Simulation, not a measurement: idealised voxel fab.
Process module under the name voxel self aligned contacts
cross-section cut | 295 nm wide | cells 5 nm
In what follows, cross-sections appear as grids of square cells, described through bands that run from the top down, where every band is one or more rows of cells.
What a band's entry tells you: where the top is and where the bottom is, as heights in nm, and after that what lies inside, material by material from left to right, each with its width in nm. Empty space is written as the word "air", and a single material marked with the word "full width" occupies the band from edge to edge.
Convention: height 0 is the level below which the wafer, as received, is all one material. The lowest band does not terminate at the bottom but continues downward, represented as "0 nm and below".
A two-number width, for instance "30->40", indicates that the width is equal to the first number in the top row of the band and to the second number in the bottom row, and that it changes by a constant amount per row of cells.
Key: "nothing was modified" - step with no changed cell in the cross-section.
Look at "Closed-off voids" for the closed voids: empty spaces with no open path to the top, sized 8 cells or up. Each is width x height at distance, distance from the left edge, all nm.
That trailing text on a step's line, after the settings, is the simulator's own remark on the step.
For masked steps, "overlay nm" on the step line gives how far right of plan the mask actually lay; a minus sign means it lay to the left.

SET OUT BELOW ARE THE PLANNED STEPS OF THE PROCESS
1: op RECEIVE | material Si
2: op OXIDIZE | depth nm 5
3: op DIRECTIONAL_DEP | material polySi | thk nm 30
4: op DIRECTIONAL_DEP | material SiN | thk nm 20
5: op PATTERN | tone cover | mask id GATE | material resist | width nm 20 | pitch nm 65 | thk nm 15 | overlay nm 0
6: op DIRECTIONAL_ETCH | etch materials SiN | depth nm 20
7: op DIRECTIONAL_ETCH | etch materials polySi | depth nm 30
8: op STRIP | etch materials resist
9: op CONFORMAL_DEP | material SiN | thk nm 5
10: op DIRECTIONAL_ETCH | etch materials SiN | depth nm 5
11: op FILL_DEP | material SiO2 | thk nm 15
12: op CMP | height nm 60
13: op PATTERN | tone open | mask id CONTACT | material resist | width nm 45 | thk nm 20 | overlay nm 0
14: op DIRECTIONAL_ETCH | etch materials SiO2 | depth nm 65
15: op STRIP | etch materials resist
16: op CONFORMAL_DEP | material TiN | thk nm 5
17: op FILL_DEP | material Ru | thk nm 10
18: op CMP | height nm 60
19: op CONFORMAL_DEP | material SiCN | thk nm 5
Wafer-to-wafer difference: width nm, step 5. Common start. Plan = first wafer's value.

CROSS-SECTION OF THE FIRST INCOMING WAFER OF SEVERAL, STATE AFTER STEP 1
* 0 nm and below = Si full width
* Closed-off voids: none

BELOW: A ROW PER WAFER. CONTENTS AT END OF MODULE: FOR EVERY MATERIAL, CELLS GAINED SINCE RECEIPT (+) OR LOST SINCE RECEIPT (-); THEN CLOSED VOIDS
width nm 20 | +62 Ru | -59 Si | +59 SiCN | +72 SiN | +552 SiO2 | +33 TiN | +48 polySi | Closed-off voids: none
width nm 25 | +51 Ru | -59 Si | +59 SiCN | +80 SiN | +543 SiO2 | +33 TiN | +60 polySi | Closed-off voids: none
width nm 30 | +40 Ru | -59 Si | +59 SiCN | +88 SiN | +534 SiO2 | +33 TiN | +72 polySi | Closed-off voids: none
width nm 35 | +29 Ru | -59 Si | +59 SiCN | +96 SiN | +525 SiO2 | +33 TiN | +84 polySi | Closed-off voids: none
width nm 40 | +18 Ru | -59 Si | +59 SiCN | +104 SiN | +516 SiO2 | +33 TiN | +96 polySi | Closed-off voids: none
width nm 45 | +7 Ru | -59 Si | +59 SiCN | +112 SiN | +507 SiO2 | +33 TiN | +108 polySi | Closed-off voids: none
